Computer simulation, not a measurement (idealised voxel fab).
Documented hereafter: the process module known as voxel wiring stack.
Section cut is 260 nm wide and gridded with 5 nm square cells.
Think of the cross-section as a grid of square cells. We describe it in bands, top to bottom, and each band covers one or more rows of those cells.
The band entry comprises the height of the band's top followed by the height of its bottom, expressed in nm, and subsequently the band's materials from left to right, each stated together with its width in nm. Where a single material is marked with the word "full width", that material fills the band from edge to edge. The word "blank" represents empty space.
Height is counted from the level 0, under which the received wafer is composed throughout of one material. The lowest of the bands is not closed at the bottom but continues downward, in the notation "0 nm and below".
Note: "30->40" means the width goes from the first number (top row of the band) to the second number (bottom row) in equal steps per row of cells.
For the purposes of this document, the phrase "no alterations made" attached to a step denotes that no cell within the cross-section was modified by that step.
"Cavities, closed" specifies each empty space that is not open to the top and that occupies no fewer than 8 cells, using the form width x height at distance, the distance measured from the left edge and all three quantities in nm.
Post-settings text on a step line: simulator's own remark regarding the step.
If you see "overlay nm" on a step's line and that step has a mask, it's telling you how far right of where it was planned the mask ended up; a negative number means it went left instead.
### List of planned process steps
1,RECEIVE | material Si
2,CONFORMAL_DEP | material SiO2 | thk nm 10
3,DIRECTIONAL_DEP | material TiN | thk nm 5
4,DIRECTIONAL_DEP | material Ru | thk nm 20
5,PATTERN | tone cover | mask id METAL_1 | material resist | width nm 30 | pitch nm 50 | thk nm 20 | overlay nm 0
6,DIRECTIONAL_ETCH | etch materials Ru | depth nm 20
7,DIRECTIONAL_ETCH | etch materials TiN | depth nm 5
8,STRIP | etch materials resist
9,FILL_DEP | material SiO2 | thk nm 5
10,CMP | height nm 35
11,CONFORMAL_DEP | material SiCN | thk nm 5
12,DIRECTIONAL_DEP | material SiO2 | thk nm 10
13,DIRECTIONAL_DEP | material aC | thk nm 10
14,PATTERN | tone open | mask id PLUG_1 | material resist | width nm 15 | pitch nm 50 | thk nm 25 | overlay nm 0
15,DIRECTIONAL_ETCH | etch materials aC | depth nm 10
16,STRIP | etch materials resist
17,DIRECTIONAL_ETCH | etch materials SiO2 | depth nm 10
18,DIRECTIONAL_ETCH | etch materials SiCN | depth nm 5
19,STRIP | etch materials aC
20,EPI | material Ru | thk nm 10
21,EPI | material Ru | thk nm 5
22,DIRECTIONAL_DEP | material TiN | thk nm 5
23,DIRECTIONAL_DEP | material Ru | thk nm 25
24,DIRECTIONAL_DEP | material aC | thk nm 10
25,PATTERN | tone cover | mask id METAL_2 | material resist | width nm 30 | pitch nm 50 | thk nm 30 | overlay nm 0
26,DIRECTIONAL_ETCH | etch materials aC | depth nm 10
27,STRIP | etch materials resist
28,DIRECTIONAL_ETCH | etch materials Ru | depth nm 25
29,DIRECTIONAL_ETCH | etch materials TiN | depth nm 5
30,STRIP | etch materials aC
31,FILL_DEP | material SiO2 | thk nm 10
32,CMP | height nm 80
33,CONFORMAL_DEP | material SiCN | thk nm 5
34,DIRECTIONAL_DEP | material lowk | thk nm 25
35,DIRECTIONAL_DEP | material aC | thk nm 15
36,PATTERN | tone open | mask id METAL_3_HOLES | material resist | width nm 15 | pitch nm 50 | thk nm 35 | overlay nm 0
37,DIRECTIONAL_ETCH | etch materials aC | depth nm 15
38,STRIP | etch materials resist
39,DIRECTIONAL_ETCH | etch materials lowk | depth nm 25
40,STRIP | etch materials aC
41,DIRECTIONAL_DEP | material aC | thk nm 10
42,PATTERN | tone open | mask id METAL_3 | material resist | width nm 30 | pitch nm 50 | thk nm 25 | overlay nm 0
43,DIRECTIONAL_ETCH | etch materials aC | depth nm 10
44,STRIP | etch materials resist
45,DIRECTIONAL_ETCH | etch materials lowk | depth nm 15
46,DIRECTIONAL_ETCH | etch materials SiCN | depth nm 5
47,STRIP | etch materials aC
48,CONFORMAL_DEP | material TiN | thk nm 5
49,FILL_DEP | material Cu | thk nm 5
50,CMP | height nm 110
51,CONFORMAL_DEP | material SiCN | thk nm 5
52,DIRECTIONAL_DEP | material SiO2 | thk nm 15
53,DIRECTIONAL_DEP | material aC | thk nm 10
54,PATTERN | tone open | mask id PLUG_3 | material resist | width nm 15 | pitch nm 50 | thk nm 25 | overlay nm 0
55,DIRECTIONAL_ETCH | etch materials aC | depth nm 10
56,STRIP | etch materials resist
57,DIRECTIONAL_ETCH | etch materials SiO2 | depth nm 15
58,DIRECTIONAL_ETCH | etch materials SiCN | depth nm 5
59,STRIP | etch materials aC
60,EPI | material Ru | thk nm 10
61,EPI | material Ru | thk nm 10
62,DIRECTIONAL_DEP | material TiN | thk nm 5
63,DIRECTIONAL_DEP | material Ru | thk nm 20
64,MASKED_ETCH | tone cover | mask id METAL_4 | width nm 30 | pitch nm 50 | etch materials Ru | depth nm 20 | overlay nm 0
65,MASKED_ETCH | tone cover | mask id METAL_4 | width nm 30 | pitch nm 50 | etch materials TiN | depth nm 5 | overlay nm 0
66,FILL_DEP | material SiO2 | thk nm 5
67,CMP | height nm 155
68,CONFORMAL_DEP | material SiCN | thk nm 5
### Cross-section of the wafer at receipt, which is the condition after step 1
* 0 nm and below = Si full width
* Cavities, closed: none
### The first of the two wafers as seen in cross-section once the module was finished; processing followed the plan
* 160 nm to 155 nm = SiCN full width
* 155 nm to 135 nm = SiO2: 40, Ru: 30, SiO2: 20, Ru: 30, SiO2: 20, Ru: 30, SiO2: 20, Ru: 30, SiO2: 40
* 135 nm to 130 nm = SiO2: 40, TiN: 30, SiO2: 20, TiN: 30, SiO2: 20, TiN: 30, SiO2: 20, TiN: 30, SiO2: 40
* 130 nm to 115 nm = SiO2: 40, Ru: 15, SiO2: 35, Ru: 15, SiO2: 35, Ru: 15, SiO2: 35, Ru: 15, SiO2: 55
* 115 nm to 110 nm = SiCN: 40, Ru: 15, SiCN: 35, Ru: 15, SiCN: 35, Ru: 15, SiCN: 35, Ru: 15, SiCN: 55
* 110 nm to 100 nm = lowk: 40, TiN: 5, Cu: 20, TiN: 5, lowk: 20, TiN: 5, Cu: 20, TiN: 5, lowk: 20, TiN: 5, Cu: 20, TiN: 5, lowk: 20, TiN: 5, Cu: 20, TiN: 5, lowk: 40
* 100 nm to 95 nm = lowk: 40, TiN: 5, Cu: 5, TiN: 20, lowk: 20, TiN: 5, Cu: 5, TiN: 20, lowk: 20, TiN: 5, Cu: 5, TiN: 20, lowk: 20, TiN: 5, Cu: 5, TiN: 20, lowk: 40
* 95 nm to 85 nm = lowk: 40, TiN: 5, Cu: 5, TiN: 5, lowk: 35, TiN: 5, Cu: 5, TiN: 5, lowk: 35, TiN: 5, Cu: 5, TiN: 5, lowk: 35, TiN: 5, Cu: 5, TiN: 5, lowk: 55
* 85 nm to 80 nm = SiCN: 40, TiN: 15, SiCN: 35, TiN: 15, SiCN: 35, TiN: 15, SiCN: 35, TiN: 15, SiCN: 55
* 80 nm to 55 nm = SiO2: 40, Ru: 30, SiO2: 20, Ru: 30, SiO2: 20, Ru: 30, SiO2: 20, Ru: 30, SiO2: 40
* 55 nm to 50 nm = SiO2: 40, TiN: 30, SiO2: 20, TiN: 30, SiO2: 20, TiN: 30, SiO2: 20, TiN: 30, SiO2: 40
* 50 nm to 40 nm = SiO2: 40, Ru: 15, SiO2: 35, Ru: 15, SiO2: 35, Ru: 15, SiO2: 35, Ru: 15, SiO2: 55
* 40 nm to 35 nm = SiCN: 40, Ru: 15, SiCN: 35, Ru: 15, SiCN: 35, Ru: 15, SiCN: 35, Ru: 15, SiCN: 55
* 35 nm to 15 nm = SiO2: 40, Ru: 30, SiO2: 20, Ru: 30, SiO2: 20, Ru: 30, SiO2: 20, Ru: 30, SiO2: 40
* 15 nm to 10 nm = SiO2: 40, TiN: 30, SiO2: 20, TiN: 30, SiO2: 20, TiN: 30, SiO2: 20, TiN: 30, SiO2: 40
* 10 nm to 0 nm = SiO2 full width
* 0 nm and below = Si full width
* Cavities, closed: none
### Second of two wafers, module complete, sectioned: it shares the first wafer's start and plan but was run with one mistake
* 160 nm to 155 nm = SiCN full width
* 155 nm to 135 nm = SiO2: 40, Ru: 30, SiO2: 20, Ru: 30, SiO2: 20, Ru: 30, SiO2: 20, Ru: 30, SiO2: 40
* 135 nm to 130 nm = SiO2: 40, TiN: 30, SiO2: 20, TiN: 30, SiO2: 20, TiN: 30, SiO2: 20, TiN: 30, SiO2: 40
* 130 nm to 115 nm = SiO2: 40, Ru: 15, SiO2: 35, Ru: 15, SiO2: 35, Ru: 15, SiO2: 35, Ru: 15, SiO2: 55
* 115 nm to 110 nm = SiCN: 40, Ru: 15, SiCN: 35, Ru: 15, SiCN: 35, Ru: 15, SiCN: 35, Ru: 15, SiCN: 55
* 110 nm to 100 nm = lowk: 40, SiO2: 5, Cu: 20, SiO2: 5, lowk: 20, SiO2: 5, Cu: 20, SiO2: 5, lowk: 20, SiO2: 5, Cu: 20, SiO2: 5, lowk: 20, SiO2: 5, Cu: 20, SiO2: 5, lowk: 40
* 100 nm to 95 nm = lowk: 40, SiO2: 5, Cu: 5, SiO2: 20, lowk: 20, SiO2: 5, Cu: 5, SiO2: 20, lowk: 20, SiO2: 5, Cu: 5, SiO2: 20, lowk: 20, SiO2: 5, Cu: 5, SiO2: 20, lowk: 40
* 95 nm to 85 nm = lowk: 40, SiO2: 5, Cu: 5, SiO2: 5, lowk: 35, SiO2: 5, Cu: 5, SiO2: 5, lowk: 35, SiO2: 5, Cu: 5, SiO2: 5, lowk: 35, SiO2: 5, Cu: 5, SiO2: 5, lowk: 55
* 85 nm to 80 nm = SiCN: 40, SiO2: 15, SiCN: 35, SiO2: 15, SiCN: 35, SiO2: 15, SiCN: 35, SiO2: 15, SiCN: 55
* 80 nm to 55 nm = SiO2: 40, Ru: 30, SiO2: 20, Ru: 30, SiO2: 20, Ru: 30, SiO2: 20, Ru: 30, SiO2: 40
* 55 nm to 50 nm = SiO2: 40, TiN: 30, SiO2: 20, TiN: 30, SiO2: 20, TiN: 30, SiO2: 20, TiN: 30, SiO2: 40
* 50 nm to 40 nm = SiO2: 40, Ru: 15, SiO2: 35, Ru: 15, SiO2: 35, Ru: 15, SiO2: 35, Ru: 15, SiO2: 55
* 40 nm to 35 nm = SiCN: 40, Ru: 15, SiCN: 35, Ru: 15, SiCN: 35, Ru: 15, SiCN: 35, Ru: 15, SiCN: 55
* 35 nm to 15 nm = SiO2: 40, Ru: 30, SiO2: 20, Ru: 30, SiO2: 20, Ru: 30, SiO2: 20, Ru: 30, SiO2: 40
* 15 nm to 10 nm = SiO2: 40, TiN: 30, SiO2: 20, TiN: 30, SiO2: 20, TiN: 30, SiO2: 20, TiN: 30, SiO2: 40
* 10 nm to 0 nm = SiO2 full width
* 0 nm and below = Si full width
* Cavities, closed: none
Run error: note that step 48 departed from the planned setting and was carried out as CONFORMAL_DEP | material SiO2 | thk nm 5
Counted in cells at the end, the second wafer holds more or fewer of these materials than the first: SiO2: 64 more | TiN: 64 fewer
